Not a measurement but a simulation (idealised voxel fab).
voxel local oxidation: a process module
Cross-section cut: width 205 nm, square cells of 5 nm.
A cross-section is a grid of square cells, given in bands from the top down. A band is one or more rows of cells. The entry gives the band's vertical extent as a top height and a bottom height in nm, then its horizontal make-up as materials from left to right, each with a width in nm. "empty" stands for empty space; a single material marked "everywhere" fills the band edge to edge. The level at which height equals 0 is the one under which the wafer, as it arrives, is entirely one material. No lower edge exists for the bottom band, which continues downward and is notated as in "0 -> down". Read "30..40" as a graded width: first number on top, second number at the bottom, same change between each pair of neighbouring rows. For the purposes of this document, the phrase "everything unchanged" attached to a step denotes that no cell within the cross-section was modified by that step. Entry "Closed empty spaces". Content: empty spaces with no open connection to the top, size 8 cells or greater. Each: width x height at distance. Distance: from left edge. Unit: nm. On a step's line, text after the settings is the simulator commenting on that step. overlay nm: for a step with a mask, the amount by which the mask lay right of where it was planned; a negative amount means left of it.

**The planned process steps are enumerated hereunder**
1) RECEIVE: material Si
2) OXIDIZE: depth nm 5
3) CONFORMAL_DEP: material SiN, thk nm 10
4) MASKED_ETCH: tone cover, mask id ACTIVE, width nm 105, etch materials SiN, depth nm 10, overlay nm 0
5) SELECTIVE_ETCH: etch materials SiO2, depth nm 5
6) OXIDIZE: depth nm 10
7) STRIP: etch materials SiN

**Step 1 complete: cross-section of the wafer as received**
0 -> down = Si everywhere
Closed empty spaces: none

**Post-module cross-section: identical start and plan to those above, one misstep in execution**
0 -> -5 = empty=60 / SiO2=90 / empty=55
-5 -> -15 = SiO2=70 / Si=70 / SiO2=65
-15 -> down = Si everywhere
Closed empty spaces: none
In executing the process, a mistake was made relative to the plan: not per plan at step 4, really ran MASKED_ETCH: tone cover, mask id ACTIVE, width nm 100, etch materials SiN, depth nm 10, overlay nm 0
